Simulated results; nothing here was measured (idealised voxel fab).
voxel quadruple lines: a process module
We display cut, a cross-section 290 nm in width whose square cells are each 5 nm.
Cross-section spec: square-cell grid; bands listed top down; each band is one or more rows.
Heights first: top, then bottom, in nm. Then materials, left to right, each with a width in nm. "edge to edge" on a single material: fills the band edge to edge. "empty": empty space.
A quick word on heights: they are counted from 0, and under that level the wafer as it came to us is one material throughout. The lowest band is different from the rest in having no bottom; it simply continues downward, written as in "from 0 down".
When a width is written as two numbers, as in "30->40", the first number is the width in the top row of cells of the band and the second is the width in its bottom row, and the width changes by the same amount from each row to the next.
Given "nothing changed" for a step, no cell of the cross-section differs between before and after that step.
Entry "Closed void inventory" = empty spaces >= 8 cells with no open way to the top; each as width x height at distance, distance from left edge, all nm.
Heads up: the bit after the settings on a step's line is the simulator's remark on that step.
The line of a step may include "overlay nm". On a step with a mask, this value is how far to the right of its planned place the mask lay. A negative value means the mask lay to the left.
# The process steps that were planned are listed below
1) RECEIVE: material Si
2) CONFORMAL_DEP: material SiO2, thk nm 10
3) DIRECTIONAL_DEP: material W, thk nm 10
4) DIRECTIONAL_DEP: material polySi, thk nm 15
5) DIRECTIONAL_DEP: material aC, thk nm 25
6) PATTERN: tone cover, mask id MANDREL, material resist, width nm 30, thk nm 30, overlay nm 0
7) DIRECTIONAL_ETCH: etch materials aC, depth nm 25
8) STRIP: etch materials resist
9) CONFORMAL_DEP: material SiO2, thk nm 10
10) DIRECTIONAL_ETCH: etch materials SiO2, depth nm 10
11) STRIP: etch materials aC
12) DIRECTIONAL_ETCH: etch materials polySi, depth nm 15
13) STRIP: etch materials SiO2
14) CONFORMAL_DEP: material SiCN, thk nm 10
15) DIRECTIONAL_ETCH: etch materials SiCN, depth nm 10
16) STRIP: etch materials polySi
17) DIRECTIONAL_ETCH: etch materials W, depth nm 10
18) STRIP: etch materials SiCN
# Here's what the wafer looked like in cross-section when it arrived - that's after step 1
- from 0 down | Si edge to edge
- Closed void inventory: none
# Cross-section at module end, one run error; start and plan unchanged from above
- from 35 to 20 | 110 nm empty, 10 nm W, 10 nm polySi, 10 nm W, 10 nm empty, 10 nm W, 10 nm polySi, 10 nm W, 110 nm empty
- from 20 to 10 | W edge to edge
- from 10 to 0 | SiO2 edge to edge
- from 0 down | Si edge to edge
- Closed void inventory: none
What went wrong in running the wafer? step 14 was not run as planned; what actually ran was CONFORMAL_DEP: material W, thk nm 10
